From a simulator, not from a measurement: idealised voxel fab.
process module | voxel capacitor over wiring
cross-section cut | 270 nm wide | cells 5 nm
A cross-section is a grid of square cells, given in bands from the top down. A band is one or more rows of cells.
Each band's line starts with the height of the band's top and of its bottom, in nm. Then come its materials from left to right, each with its width in nm. One material with "throughout" fills the band from edge to edge. "air" is empty space.
Height 0 is the level under which the wafer as received is all one material. The lowest band goes on downwards, as in "0 down".
A width such as "30 to 40" changes by the same amount from each row of cells to the next, from the band's top row to its bottom row.
"no change" after a step means that no cell of the cross-section changed.
closed voids: empty space of 8 cells or more with no open way to the top, each as width x height at its distance from the left edge, in nm
after a step's settings: what the simulator itself notes on the step
overlay nm, on a step with a mask: how far to the right of its planned place the mask lay; to the left if negative
plan
1 op RECEIVE | material Si
2 op CONFORMAL_DEP | material SiO2 | thk nm 15
3 op CONFORMAL_DEP | material SiN | thk nm 5
4 op DIRECTIONAL_DEP | material SiO2 | thk nm 20
5 op DIRECTIONAL_DEP | material aC | thk nm 15
6 op PATTERN | tone open | mask id METAL_1 | material resist | width nm 30 | pitch nm 80 | thk nm 35 | overlay nm 0
7 op DIRECTIONAL_ETCH | etch materials aC | depth nm 15
8 op STRIP | etch materials resist
9 op DIRECTIONAL_ETCH | etch materials SiO2 | depth nm 20
10 op DIRECTIONAL_ETCH | etch materials SiN | depth nm 5
11 op STRIP | etch materials aC
12 op CONFORMAL_DEP | material TiN | thk nm 5
13 op FILL_DEP | material Cu | thk nm 5
14 op CMP | height nm 40
15 op CONFORMAL_DEP | material SiCN | thk nm 5
16 op DIRECTIONAL_DEP | material lowk | thk nm 20
17 op MASKED_ETCH | tone open | mask id PLUG_1 | width nm 15 | etch materials lowk | depth nm 20 | overlay nm 0
18 op MASKED_ETCH | tone open | mask id PLUG_1 | width nm 15 | etch materials SiCN | depth nm 5 | overlay nm 0
19 op CONFORMAL_DEP | material TiN | thk nm 5
20 op FILL_DEP | material Cu | thk nm 5
21 op CMP | height nm 65
22 op DIRECTIONAL_DEP | material TiN | thk nm 10
23 op DIRECTIONAL_DEP | material HfO2 | thk nm 5
24 op DIRECTIONAL_DEP | material TiN | thk nm 5
25 op PATTERN | tone cover | mask id UPPER_PLATE | material resist | width nm 55 | thk nm 15 | overlay nm 0
26 op DIRECTIONAL_ETCH | etch materials TiN | depth nm 5
27 op DIRECTIONAL_ETCH | etch materials HfO2 | depth nm 5
28 op STRIP | etch materials resist
29 op DIRECTIONAL_DEP | material aC | thk nm 10
30 op PATTERN | tone cover | mask id LOWER_PLATE | material resist | width nm 65 | thk nm 25 | overlay nm 0
31 op DIRECTIONAL_ETCH | etch materials aC | depth nm 10
32 op STRIP | etch materials resist
33 op DIRECTIONAL_ETCH | etch materials TiN | depth nm 10
34 op STRIP | etch materials aC
35 op FILL_DEP | material SiO2 | thk nm 15
36 op CMP | height nm 95
37 op DIRECTIONAL_DEP | material aC | thk nm 10
38 op PATTERN | tone open | mask id PLUG_2 | material resist | width nm 15 | thk nm 30 | overlay nm 0
39 op DIRECTIONAL_ETCH | etch materials aC | depth nm 10
40 op STRIP | etch materials resist
41 op DIRECTIONAL_ETCH | etch materials SiO2 | depth nm 10
42 op STRIP | etch materials aC
43 op CONFORMAL_DEP | material TiN | thk nm 5
44 op FILL_DEP | material Ru | thk nm 5
45 op CMP | height nm 95
46 op CONFORMAL_DEP | material SiN | thk nm 5
first wafer, as planned
as received, after step 1
  0 down: Si throughout
  closed voids: none
after step 2
  15 to 0: SiO2 throughout
  below 0: unchanged
after step 3
  20 to 15: SiN throughout
  below 15: unchanged
after step 4
  40 to 20: SiO2 throughout
  below 20: unchanged
after step 5
  55 to 40: aC throughout
  below 40: unchanged
after step 6
  90 to 55: resist 80 | air 30 | resist 50 | air 30 | resist 80
  below 55: unchanged
after step 7
  75 to 55: resist 80 | air 30 | resist 50 | air 30 | resist 80
  55 to 40: aC 80 | air 30 | aC 50 | air 30 | aC 80
  below 40: unchanged
after step 8
  55 to 40: aC 80 | air 30 | aC 50 | air 30 | aC 80
  below 40: unchanged
after step 9
  55 to 40: aC 80 | air 30 | aC 50 | air 30 | aC 80
  40 to 20: SiO2 80 | air 30 | SiO2 50 | air 30 | SiO2 80
  below 20: unchanged
after step 10
  55 to 40: aC 80 | air 30 | aC 50 | air 30 | aC 80
  40 to 20: SiO2 80 | air 30 | SiO2 50 | air 30 | SiO2 80
  20 to 15: SiN 80 | air 30 | SiN 50 | air 30 | SiN 80
  below 15: unchanged
after step 11
  40 to 20: SiO2 80 | air 30 | SiO2 50 | air 30 | SiO2 80
  below 20: unchanged
after step 12
  45 to 40: TiN 85 | air 20 | TiN 60 | air 20 | TiN 85
  40 to 20: SiO2 80 | TiN 5 | air 20 | TiN 5 | SiO2 50 | TiN 5 | air 20 | TiN 5 | SiO2 80
  20 to 15: SiN 80 | TiN 30 | SiN 50 | TiN 30 | SiN 80
  below 15: unchanged
after step 13
  50 to 45: Cu throughout
  45 to 40: TiN 85 | Cu 20 | TiN 60 | Cu 20 | TiN 85
  40 to 20: SiO2 80 | TiN 5 | Cu 20 | TiN 5 | SiO2 50 | TiN 5 | Cu 20 | TiN 5 | SiO2 80
  below 20: unchanged
after step 14
  40 to 20: SiO2 80 | TiN 5 | Cu 20 | TiN 5 | SiO2 50 | TiN 5 | Cu 20 | TiN 5 | SiO2 80
  below 20: unchanged
after step 15
  45 to 40: SiCN throughout
  below 40: unchanged
after step 16
  65 to 45: lowk throughout
  below 45: unchanged
after step 17
  65 to 45: lowk 95 | air 15 | lowk 160
  below 45: unchanged
after step 18
  65 to 45: lowk 95 | air 15 | lowk 160
  45 to 40: SiCN 95 | air 15 | SiCN 160
  below 40: unchanged
after step 19
  70 to 65: TiN 100 | air 5 | TiN 165
  65 to 45: lowk 95 | TiN 5 | air 5 | TiN 5 | lowk 160
  45 to 40: SiCN 95 | TiN 15 | SiCN 160
  below 40: unchanged
after step 20
  75 to 70: Cu throughout
  70 to 65: TiN 100 | Cu 5 | TiN 165
  65 to 45: lowk 95 | TiN 5 | Cu 5 | TiN 5 | lowk 160
  below 45: unchanged
after step 21
  65 to 45: lowk 95 | TiN 5 | Cu 5 | TiN 5 | lowk 160
  below 45: unchanged
after step 22
  75 to 65: TiN throughout
  below 65: unchanged
after step 23
  80 to 75: HfO2 throughout
  below 75: unchanged
after step 24
  85 to 80: TiN throughout
  below 80: unchanged
after step 25
  100 to 85: air 95 | resist 55 | air 120
  below 85: unchanged
after step 26
  100 to 85: air 95 | resist 55 | air 120
  85 to 80: air 95 | TiN 55 | air 120
  below 80: unchanged
after step 27
  100 to 85: air 95 | resist 55 | air 120
  85 to 80: air 95 | TiN 55 | air 120
  80 to 75: air 95 | HfO2 55 | air 120
  below 75: unchanged
after step 28
  85 to 80: air 95 | TiN 55 | air 120
  below 80: unchanged
after step 29
  95 to 85: air 95 | aC 55 | air 120
  85 to 80: aC 95 | TiN 55 | aC 120
  80 to 75: aC 95 | HfO2 55 | aC 120
  below 75: unchanged
after step 30
  120 to 95: air 90 | resist 65 | air 115
  95 to 85: air 90 | resist 5 | aC 55 | resist 5 | air 115
  below 85: unchanged
after step 31
  110 to 95: air 90 | resist 65 | air 115
  95 to 85: air 90 | resist 5 | aC 55 | resist 5 | air 115
  85 to 80: air 90 | aC 5 | TiN 55 | aC 5 | air 115
  80 to 75: air 90 | aC 5 | HfO2 55 | aC 5 | air 115
  below 75: unchanged
after step 32
  95 to 85: air 95 | aC 55 | air 120
  below 85: unchanged
after step 33
  95 to 85: air 95 | aC 55 | air 120
  85 to 80: air 90 | aC 5 | TiN 55 | aC 5 | air 115
  80 to 75: air 90 | aC 5 | HfO2 55 | aC 5 | air 115
  75 to 65: air 90 | TiN 65 | air 115
  below 65: unchanged
after step 34
  85 to 80: air 95 | TiN 55 | air 120
  80 to 75: air 95 | HfO2 55 | air 120
  below 75: unchanged
after step 35
  100 to 85: SiO2 throughout
  85 to 80: SiO2 95 | TiN 55 | SiO2 120
  80 to 75: SiO2 95 | HfO2 55 | SiO2 120
  75 to 65: SiO2 90 | TiN 65 | SiO2 115
  below 65: unchanged
after step 36
  95 to 85: SiO2 throughout
  below 85: unchanged
after step 37
  105 to 95: aC throughout
  below 95: unchanged
after step 38
  135 to 105: resist 105 | air 15 | resist 150
  below 105: unchanged
after step 39
  125 to 105: resist 105 | air 15 | resist 150
  105 to 95: aC 105 | air 15 | aC 150
  below 95: unchanged
after step 40
  105 to 95: aC 105 | air 15 | aC 150
  below 95: unchanged
after step 41
  105 to 95: aC 105 | air 15 | aC 150
  95 to 85: SiO2 105 | air 15 | SiO2 150
  below 85: unchanged
after step 42
  95 to 85: SiO2 105 | air 15 | SiO2 150
  below 85: unchanged
after step 43
  100 to 95: TiN 110 | air 5 | TiN 155
  95 to 90: SiO2 105 | TiN 5 | air 5 | TiN 5 | SiO2 150
  90 to 80: SiO2 105 to 95 | TiN 15 to 55 | SiO2 150 to 120
  below 80: unchanged
after step 44
  105 to 100: Ru throughout
  100 to 95: TiN 110 | Ru 5 | TiN 155
  95 to 90: SiO2 105 | TiN 5 | Ru 5 | TiN 5 | SiO2 150
  below 90: unchanged
after step 45
  95 to 90: SiO2 105 | TiN 5 | Ru 5 | TiN 5 | SiO2 150
  below 90: unchanged
after step 46
  100 to 95: SiN throughout
  below 95: unchanged
second wafer: like start, like plan, one mistake. Through step 2 it matches the first wafer
when step 3 should have ended
  30 to 15: SiN throughout
  below 15: unchanged
when step 4 should have ended
  50 to 30: SiO2 throughout
  below 30: unchanged
when step 5 should have ended
  65 to 50: aC throughout
  below 50: unchanged
when step 6 should have ended
  100 to 65: resist 80 | air 30 | resist 50 | air 30 | resist 80
  below 65: unchanged
when step 7 should have ended
  85 to 65: resist 80 | air 30 | resist 50 | air 30 | resist 80
  65 to 50: aC 80 | air 30 | aC 50 | air 30 | aC 80
  below 50: unchanged
when step 8 should have ended
  65 to 50: aC 80 | air 30 | aC 50 | air 30 | aC 80
  below 50: unchanged
when step 9 should have ended
  65 to 50: aC 80 | air 30 | aC 50 | air 30 | aC 80
  50 to 30: SiO2 80 | air 30 | SiO2 50 | air 30 | SiO2 80
  below 30: unchanged
when step 10 should have ended
  65 to 50: aC 80 | air 30 | aC 50 | air 30 | aC 80
  50 to 30: SiO2 80 | air 30 | SiO2 50 | air 30 | SiO2 80
  30 to 25: SiN 80 | air 30 | SiN 50 | air 30 | SiN 80
  below 25: unchanged
when step 11 should have ended
  50 to 30: SiO2 80 | air 30 | SiO2 50 | air 30 | SiO2 80
  below 30: unchanged
when step 12 should have ended
  55 to 50: TiN 85 | air 20 | TiN 60 | air 20 | TiN 85
  50 to 30: SiO2 80 | TiN 5 | air 20 | TiN 5 | SiO2 50 | TiN 5 | air 20 | TiN 5 | SiO2 80
  30 to 25: SiN 80 | TiN 30 | SiN 50 | TiN 30 | SiN 80
  below 25: unchanged
when step 13 should have ended
  60 to 55: Cu throughout
  55 to 50: TiN 85 | Cu 20 | TiN 60 | Cu 20 | TiN 85
  50 to 30: SiO2 80 | TiN 5 | Cu 20 | TiN 5 | SiO2 50 | TiN 5 | Cu 20 | TiN 5 | SiO2 80
  below 30: unchanged
when step 14 should have ended
  40 to 30: SiO2 80 | TiN 5 | Cu 20 | TiN 5 | SiO2 50 | TiN 5 | Cu 20 | TiN 5 | SiO2 80
  below 30: unchanged
when step 15 should have ended
  45 to 40: SiCN throughout
  below 40: unchanged
when step 16 should have ended
  65 to 45: lowk throughout
  below 45: unchanged
when step 17 should have ended
  65 to 45: lowk 95 | air 15 | lowk 160
  below 45: unchanged
when step 18 should have ended
  65 to 45: lowk 95 | air 15 | lowk 160
  45 to 40: SiCN 95 | air 15 | SiCN 160
  below 40: unchanged
when step 19 should have ended
  70 to 65: TiN 100 | air 5 | TiN 165
  65 to 45: lowk 95 | TiN 5 | air 5 | TiN 5 | lowk 160
  45 to 40: SiCN 95 | TiN 15 | SiCN 160
  below 40: unchanged
when step 20 should have ended
  75 to 70: Cu throughout
  70 to 65: TiN 100 | Cu 5 | TiN 165
  65 to 45: lowk 95 | TiN 5 | Cu 5 | TiN 5 | lowk 160
  below 45: unchanged
when step 21 should have ended
  65 to 45: lowk 95 | TiN 5 | Cu 5 | TiN 5 | lowk 160
  below 45: unchanged
when step 22 should have ended
  75 to 65: TiN throughout
  below 65: unchanged
when step 23 should have ended
  80 to 75: HfO2 throughout
  below 75: unchanged
when step 24 should have ended
  85 to 80: TiN throughout
  below 80: unchanged
when step 25 should have ended
  100 to 85: air 95 | resist 55 | air 120
  below 85: unchanged
when step 26 should have ended
  100 to 85: air 95 | resist 55 | air 120
  85 to 80: air 95 | TiN 55 | air 120
  below 80: unchanged
when step 27 should have ended
  100 to 85: air 95 | resist 55 | air 120
  85 to 80: air 95 | TiN 55 | air 120
  80 to 75: air 95 | HfO2 55 | air 120
  below 75: unchanged
when step 28 should have ended
  85 to 80: air 95 | TiN 55 | air 120
  below 80: unchanged
when step 29 should have ended
  95 to 85: air 95 | aC 55 | air 120
  85 to 80: aC 95 | TiN 55 | aC 120
  80 to 75: aC 95 | HfO2 55 | aC 120
  below 75: unchanged
when step 30 should have ended
  120 to 95: air 90 | resist 65 | air 115
  95 to 85: air 90 | resist 5 | aC 55 | resist 5 | air 115
  below 85: unchanged
when step 31 should have ended
  110 to 95: air 90 | resist 65 | air 115
  95 to 85: air 90 | resist 5 | aC 55 | resist 5 | air 115
  85 to 80: air 90 | aC 5 | TiN 55 | aC 5 | air 115
  80 to 75: air 90 | aC 5 | HfO2 55 | aC 5 | air 115
  below 75: unchanged
when step 32 should have ended
  95 to 85: air 95 | aC 55 | air 120
  below 85: unchanged
when step 33 should have ended
  95 to 85: air 95 | aC 55 | air 120
  85 to 80: air 90 | aC 5 | TiN 55 | aC 5 | air 115
  80 to 75: air 90 | aC 5 | HfO2 55 | aC 5 | air 115
  75 to 65: air 90 | TiN 65 | air 115
  below 65: unchanged
when step 34 should have ended
  85 to 80: air 95 | TiN 55 | air 120
  80 to 75: air 95 | HfO2 55 | air 120
  below 75: unchanged
when step 35 should have ended
  100 to 85: SiO2 throughout
  85 to 80: SiO2 95 | TiN 55 | SiO2 120
  80 to 75: SiO2 95 | HfO2 55 | SiO2 120
  75 to 65: SiO2 90 | TiN 65 | SiO2 115
  below 65: unchanged
when step 36 should have ended
  95 to 85: SiO2 throughout
  below 85: unchanged
when step 37 should have ended
  105 to 95: aC throughout
  below 95: unchanged
when step 38 should have ended
  135 to 105: resist 105 | air 15 | resist 150
  below 105: unchanged
when step 39 should have ended
  125 to 105: resist 105 | air 15 | resist 150
  105 to 95: aC 105 | air 15 | aC 150
  below 95: unchanged
when step 40 should have ended
  105 to 95: aC 105 | air 15 | aC 150
  below 95: unchanged
when step 41 should have ended
  105 to 95: aC 105 | air 15 | aC 150
  95 to 85: SiO2 105 | air 15 | SiO2 150
  below 85: unchanged
when step 42 should have ended
  95 to 85: SiO2 105 | air 15 | SiO2 150
  below 85: unchanged
when step 43 should have ended
  100 to 95: TiN 110 | air 5 | TiN 155
  95 to 90: SiO2 105 | TiN 5 | air 5 | TiN 5 | SiO2 150
  90 to 80: SiO2 105 to 95 | TiN 15 to 55 | SiO2 150 to 120
  below 80: unchanged
when step 44 should have ended
  105 to 100: Ru throughout
  100 to 95: TiN 110 | Ru 5 | TiN 155
  95 to 90: SiO2 105 | TiN 5 | Ru 5 | TiN 5 | SiO2 150
  below 90: unchanged
when step 45 should have ended
  95 to 90: SiO2 105 | TiN 5 | Ru 5 | TiN 5 | SiO2 150
  below 90: unchanged
when step 46 should have ended
  100 to 95: SiN throughout
  below 95: unchanged
what went wrong: step 3 ran as: op CONFORMAL_DEP | material SiN | thk nm 15
at the end the second wafer has, in cells: 16 fewer of Cu | 108 more of SiN | 84 fewer of SiO2 | 8 fewer of TiN
